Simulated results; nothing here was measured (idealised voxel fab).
Process module under the name voxel gate over fins
Pictured: cross-section cut, 280 nm wide, on a grid of 5 nm square cells.
If you're reading a cross-section in this doc, picture square cells in a grid; it comes to you as bands, top ones listed first down to the bottom, and a band can be one or more rows of cells. The band entry comprises the height of the band's top followed by the height of its bottom, expressed in nm, and subsequently the band's materials from left to right, each stated together with its width in nm. Where a single material is marked with the word "edge to edge", that material fills the band from edge to edge. The word "blank" represents empty space. Measure heights from 0. That's the level where, below it, the as-received wafer is all one material. The lowest band is bottomless and extends downward; write it as in "from 0 down". Read "30..40" as a graded width: first number on top, second number at the bottom, same change between each pair of neighbouring rows. It should be understood that the words "nothing altered", when stated for a given step, signify that the cross-section underwent no change in any of its cells during that step. What "Sealed void inventory" gives you is every empty space of 8 cells or more that is cut off from the top. Each appears as width x height at distance, with the distance taken from the left edge and width, height and distance all in nm. Formally, on a step line, whatever follows the settings is a remark that the simulator itself makes on the step. "overlay nm" denotes, for a step that has a mask, the displacement of the mask to the right of its planned place, with negative values corresponding to the left.

[This section lists the process steps that were planned]
- 1: RECEIVE,material Si
- 2: CONFORMAL_DEP,material SiN,thk nm 5
- 3: PATTERN,tone cover,mask id FINS,material resist,width nm 15,pitch nm 55,thk nm 15,overlay nm 0
- 4: DIRECTIONAL_ETCH,etch materials SiN,depth nm 5
- 5: DIRECTIONAL_ETCH,etch materials Si,depth nm 35
- 6: STRIP,etch materials resist
- 7: OXIDIZE,depth nm 5
- 8: FILL_DEP,material SiO2,thk nm 15
- 9: CMP,height nm 5
- 10: DIRECTIONAL_DEP,material aC,thk nm 10
- 11: PATTERN,tone open,mask id RAIL,material resist,width nm 15,thk nm 25,overlay nm 0
- 12: DIRECTIONAL_ETCH,etch materials aC,depth nm 10
- 13: STRIP,etch materials resist
- 14: DIRECTIONAL_ETCH,etch materials SiO2,depth nm 35
- 15: STRIP,etch materials aC
- 16: CONFORMAL_DEP,material TiN,thk nm 5
- 17: FILL_DEP,material W,thk nm 5
- 18: CMP,height nm 5
- 19: SELECTIVE_ETCH,etch materials W Ru TiN,depth nm 25
- 20: FILL_DEP,material SiO2,thk nm 5
- 21: CMP,height nm 5
- 22: SELECTIVE_ETCH,etch materials SiO2,depth nm 15
- 23: STRIP,etch materials SiN
- 24: CONFORMAL_DEP,material HfO2,thk nm 5
- 25: CONFORMAL_DEP,material TiN,thk nm 5
- 26: CONFORMAL_DEP,material TiAl,thk nm 5
- 27: CONFORMAL_DEP,material TiN,thk nm 5
- 28: FILL_DEP,material W,thk nm 15
- 29: CMP,height nm 30
- 30: CONFORMAL_DEP,material SiN,thk nm 5
Split variable: width nm, step 11. Plan value = first wafer. Wafers start alike.

[Cross-sectional view of the first of several wafers in the as-received condition, corresponding to the state following step 1]
	from 0 down  Si edge to edge
	Sealed void inventory: none

[First wafer of several, cross-section, module end, after step 30 (last)]
	from 35 to 30  SiN edge to edge
	from 30 to 20  W edge to edge
	from 20 to 15  W 60 nm; TiN 45 nm; W 10 nm; TiN 45 nm; W 10 nm; TiN 45 nm; W 65 nm
	from 15 to 10  W 60 nm; TiN 5 nm; TiAl 35 nm; TiN 5 nm; W 10 nm; TiN 5 nm; TiAl 35 nm; TiN 5 nm; W 10 nm; TiN 5 nm; TiAl 35 nm; TiN 5 nm; W 65 nm
	from 10 to 5  TiN 65 nm; TiAl 5 nm; TiN 25 nm; TiAl 5 nm; TiN 20 nm; TiAl 5 nm; TiN 25 nm; TiAl 5 nm; TiN 20 nm; TiAl 5 nm; TiN 25 nm; TiAl 5 nm; TiN 70 nm
	from 5 to 0  TiAl 70 nm; TiN 5 nm; HfO2 15 nm; TiN 5 nm; TiAl 30 nm; TiN 5 nm; HfO2 15 nm; TiN 5 nm; TiAl 30 nm; TiN 5 nm; HfO2 15 nm; TiN 5 nm; TiAl 75 nm
	from 0 to -5  TiN 75 nm; HfO2 5 nm; Si 5 nm; HfO2 5 nm; TiN 40 nm; HfO2 5 nm; Si 5 nm; HfO2 5 nm; TiN 40 nm; HfO2 5 nm; Si 5 nm; HfO2 5 nm; TiN 80 nm
	from -5 to -10  HfO2 80 nm; Si 5 nm; HfO2 50 nm; Si 5 nm; HfO2 50 nm; Si 5 nm; HfO2 85 nm
	from -10 to -20  SiO2 80 nm; Si 5 nm; SiO2 50 nm; Si 5 nm; SiO2 50 nm; Si 5 nm; SiO2 85 nm
	from -20 to -25  SiO2 80 nm; Si 5 nm; SiO2 15 nm; TiN 5 nm; W 5 nm; TiN 5 nm; SiO2 20 nm; Si 5 nm; SiO2 50 nm; Si 5 nm; SiO2 85 nm
	from -25 to -30  SiO2 80 nm; Si 5 nm; SiO2 15 nm; TiN 15 nm; SiO2 20 nm; Si 5 nm; SiO2 50 nm; Si 5 nm; SiO2 85 nm
	from -30 to -40  SiO2 80 nm; Si 5 nm; SiO2 50 nm; Si 5 nm; SiO2 50 nm; Si 5 nm; SiO2 85 nm
	from -40 down  Si edge to edge
	Sealed void inventory: none

[At the end of the module, the last of several wafers in cross-section]
	from 35 to 30  SiN edge to edge
	from 30 to 20  W edge to edge
	from 20 to 15  W 60 nm; TiN 45 nm; W 10 nm; TiN 45 nm; W 10 nm; TiN 45 nm; W 65 nm
	from 15 to 10  W 60 nm; TiN 5 nm; TiAl 35 nm; TiN 5 nm; W 10 nm; TiN 5 nm; TiAl 35 nm; TiN 5 nm; W 10 nm; TiN 5 nm; TiAl 35 nm; TiN 5 nm; W 65 nm
	from 10 to 5  TiN 65 nm; TiAl 5 nm; TiN 25 nm; TiAl 5 nm; TiN 20 nm; TiAl 5 nm; TiN 25 nm; TiAl 5 nm; TiN 20 nm; TiAl 5 nm; TiN 25 nm; TiAl 5 nm; TiN 70 nm
	from 5 to 0  TiAl 70 nm; TiN 5 nm; HfO2 15 nm; TiN 5 nm; TiAl 30 nm; TiN 5 nm; HfO2 15 nm; TiN 5 nm; TiAl 30 nm; TiN 5 nm; HfO2 15 nm; TiN 5 nm; TiAl 75 nm
	from 0 to -5  TiN 75 nm; HfO2 5 nm; Si 5 nm; HfO2 5 nm; TiN 40 nm; HfO2 5 nm; Si 5 nm; HfO2 5 nm; TiN 40 nm; HfO2 5 nm; Si 5 nm; HfO2 5 nm; TiN 80 nm
	from -5 to -10  HfO2 80 nm; Si 5 nm; HfO2 50 nm; Si 5 nm; HfO2 50 nm; Si 5 nm; HfO2 85 nm
	from -10 to -20  SiO2 80 nm; Si 5 nm; SiO2 50 nm; Si 5 nm; SiO2 50 nm; Si 5 nm; SiO2 85 nm
	from -20 to -25  SiO2 80 nm; Si 5 nm; SiO2 10 nm; TiN 5 nm; W 20 nm; TiN 5 nm; SiO2 10 nm; Si 5 nm; SiO2 50 nm; Si 5 nm; SiO2 85 nm
	from -25 to -30  SiO2 80 nm; Si 5 nm; SiO2 10 nm; TiN 30 nm; SiO2 10 nm; Si 5 nm; SiO2 50 nm; Si 5 nm; SiO2 85 nm
	from -30 to -40  SiO2 80 nm; Si 5 nm; SiO2 50 nm; Si 5 nm; SiO2 50 nm; Si 5 nm; SiO2 85 nm
	from -40 down  Si edge to edge
	Sealed void inventory: none

[Below: a row per wafer. Contents at end of module: for every material, cells gained since receipt (+) or lost since receipt (-); then closed voids]
width nm 15, +68 HfO2, -424 Si, +56 SiN, +312 SiO2, +68 TiAl, +141 TiN, +171 W, Sealed void inventory: none
width nm 20, +68 HfO2, -424 Si, +56 SiN, +310 SiO2, +68 TiAl, +142 TiN, +172 W, Sealed void inventory: none
width nm 25, +68 HfO2, -424 Si, +56 SiN, +308 SiO2, +68 TiAl, +143 TiN, +173 W, Sealed void inventory: none
width nm 30, +68 HfO2, -424 Si, +56 SiN, +306 SiO2, +68 TiAl, +144 TiN, +174 W, Sealed void inventory: none
